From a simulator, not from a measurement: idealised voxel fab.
process module | voxel transistor to metal
cross-section cut | 165 nm wide | cells 5 nm
A cross-section is a grid of square cells, given in bands from the top down. A band is one or more rows of cells.
Each band's line starts with the height of the band's top and of its bottom, in nm. Then come its materials from left to right, each with its width in nm. One material with "throughout" fills the band from edge to edge. "air" is empty space.
Height 0 is the level under which the wafer as received is all one material. The lowest band goes on downwards, as in "0 down".
A width such as "30 to 40" changes by the same amount from each row of cells to the next, from the band's top row to its bottom row.
"no change" after a step means that no cell of the cross-section changed.
closed voids: empty space of 8 cells or more with no open way to the top, each as width x height at its distance from the left edge, in nm
after a step's settings: what the simulator itself notes on the step
overlay nm, on a step with a mask: how far to the right of its planned place the mask lay; to the left if negative
plan
1 op RECEIVE | material Si
2 op CONFORMAL_DEP | material SiO2 | thk nm 5
3 op CONFORMAL_DEP | material SiN | thk nm 10
4 op PATTERN | tone cover | mask id ACTIVE | material resist | width nm 105 | thk nm 20 | overlay nm 0
5 op DIRECTIONAL_ETCH | etch materials SiN | depth nm 10
6 op DIRECTIONAL_ETCH | etch materials SiO2 | depth nm 5
7 op DIRECTIONAL_ETCH | etch materials Si | depth nm 25
8 op STRIP | etch materials resist
9 op FILL_DEP | material SiO2 | thk nm 10
10 op CMP | height nm 15
11 op SELECTIVE_ETCH | etch materials SiO2 | depth nm 10
12 op STRIP | etch materials SiN
13 op SELECTIVE_ETCH | etch materials SiO2 | depth nm 5
14 op OXIDIZE | depth nm 5
15 op DIRECTIONAL_DEP | material polySi | thk nm 30
16 op DIRECTIONAL_DEP | material SiCN | thk nm 15
17 op PATTERN | tone cover | mask id GATE | material resist | width nm 25 | thk nm 20 | overlay nm 0
18 op DIRECTIONAL_ETCH | etch materials SiCN | depth nm 25
19 op DIRECTIONAL_ETCH | etch materials polySi | depth nm 40
20 op STRIP | etch materials resist
21 op CONFORMAL_DEP | material SiN | thk nm 10
22 op DIRECTIONAL_ETCH | etch materials SiN | depth nm 10
23 op DIRECTIONAL_ETCH | etch materials SiO2 | depth nm 5
24 op DIRECTIONAL_ETCH | etch materials Si | depth nm 15
25 op EPI | material SiGe | thk nm 15
26 op FILL_DEP | material SiO2 | thk nm 10
27 op CMP | height nm 45
28 op DIRECTIONAL_DEP | material SiO2 | thk nm 15
29 op PATTERN | tone open | mask id CONTACT | material resist | width nm 25 | pitch nm 60 | thk nm 20 | overlay nm 0
30 op DIRECTIONAL_ETCH | etch materials SiO2 | depth nm 65
31 op STRIP | etch materials resist
32 op CONFORMAL_DEP | material TiN | thk nm 5
33 op FILL_DEP | material W | thk nm 5
34 op CMP | height nm 60
35 op CONFORMAL_DEP | material SiCN | thk nm 5
36 op DIRECTIONAL_DEP | material SiO2 | thk nm 20
37 op MASKED_ETCH | tone open | mask id METAL_1 | width nm 15 | pitch nm 70 | etch materials SiO2 | depth nm 20 | overlay nm 0
38 op MASKED_ETCH | tone open | mask id METAL_1 | width nm 15 | pitch nm 70 | etch materials SiCN | depth nm 5 | overlay nm 0
39 op CONFORMAL_DEP | material TiN | thk nm 5
40 op FILL_DEP | material Cu | thk nm 5
41 op CMP | height nm 85
42 op CONFORMAL_DEP | material SiN | thk nm 5
as received, after step 1
  0 down: Si throughout
  closed voids: none
first wafer at the end, as planned
  90 to 85: SiN throughout
  85 to 65: SiO2 40 | TiN 5 | Cu 5 | TiN 5 | SiO2 55 | TiN 5 | Cu 5 | TiN 5 | SiO2 40
  65 to 60: SiCN 40 | TiN 15 | SiCN 55 | TiN 15 | SiCN 40
  60 to 50: SiO2 40 | TiN 5 | W 15 | TiN 5 | SiO2 35 | TiN 5 | W 15 | TiN 5 | SiO2 40
  50 to 45: SiO2 40 | TiN 5 | W 10 | TiN 10 | SiO2 35 | TiN 10 | W 10 | TiN 5 | SiO2 40
  45 to 30: SiO2 40 | TiN 5 | W 10 | TiN 5 | SiN 10 | SiCN 25 | SiN 10 | TiN 5 | W 10 | TiN 5 | SiO2 40
  30 to 15: SiO2 40 | TiN 5 | W 10 | TiN 5 | SiN 10 | polySi 25 | SiN 10 | TiN 5 | W 10 | TiN 5 | SiO2 40
  15 to 10: SiO2 40 | TiN 20 | SiN 10 | polySi 25 | SiN 10 | TiN 20 | SiO2 40
  10 to 0: SiO2 40 | TiN 5 | SiGe 15 | SiN 10 | polySi 25 | SiN 10 | SiGe 15 | TiN 5 | SiO2 40
  0 to -5: SiO2 40 | TiN 5 | SiGe 15 | SiO2 45 | SiGe 15 | TiN 5 | SiO2 40
  -5 to -20: SiO2 30 | SiGe 30 | Si 45 | SiGe 30 | SiO2 30
  -20 to -25: SiO2 30 | Si 105 | SiO2 30
  -25 down: Si throughout
  closed voids: none
second wafer at the end: like start, like plan, one mistake
  90 to 85: SiN throughout
  85 to 65: SiO2 40 | TiN 5 | Cu 5 | TiN 5 | SiO2 55 | TiN 5 | Cu 5 | TiN 5 | SiO2 40
  65 to 60: SiCN 40 | TiN 15 | SiCN 55 | TiN 15 | SiCN 40
  60 to 50: SiO2 40 | TiN 5 | W 15 | TiN 5 | SiO2 35 | TiN 5 | W 15 | TiN 5 | SiO2 40
  50 to 45: SiO2 40 | TiN 5 | W 10 | TiN 10 | SiO2 35 | TiN 10 | W 10 | TiN 5 | SiO2 40
  45 to 30: SiO2 40 | TiN 5 | W 10 | TiN 5 | SiN 10 | SiCN 25 | SiN 10 | TiN 5 | W 10 | TiN 5 | SiO2 40
  30 to 15: SiO2 40 | TiN 5 | W 10 | TiN 5 | SiN 10 | polySi 25 | SiN 10 | TiN 5 | W 10 | TiN 5 | SiO2 40
  15 to 10: SiO2 40 | TiN 20 | SiN 10 | polySi 25 | SiN 10 | TiN 20 | SiO2 40
  10 to 5: SiO2 40 | TiN 5 | SiGe 15 | SiN 10 | polySi 25 | SiN 10 | SiGe 15 | TiN 5 | SiO2 40
  5 to 0: SiO2 25 | SiGe 35 | SiN 10 | polySi 25 | SiN 10 | SiGe 35 | SiO2 25
  0 to -5: SiO2 25 | SiN 5 | SiGe 30 | SiO2 45 | SiGe 30 | SiN 5 | SiO2 25
  -5 to -10: SiO2 35 | SiGe 25 | Si 45 | SiGe 25 | SiO2 35
  -10 to -20: SiO2 30 | Si 5 | SiGe 25 | Si 45 | SiGe 25 | Si 5 | SiO2 30
  -20 to -25: SiO2 30 | Si 105 | SiO2 30
  -25 down: Si throughout
  closed voids: none
what went wrong: step 2 was left out
at the end the second wafer has, in cells: 4 more of Si | 8 more of SiGe | 2 more of SiN | 10 fewer of SiO2 | 4 fewer of TiN
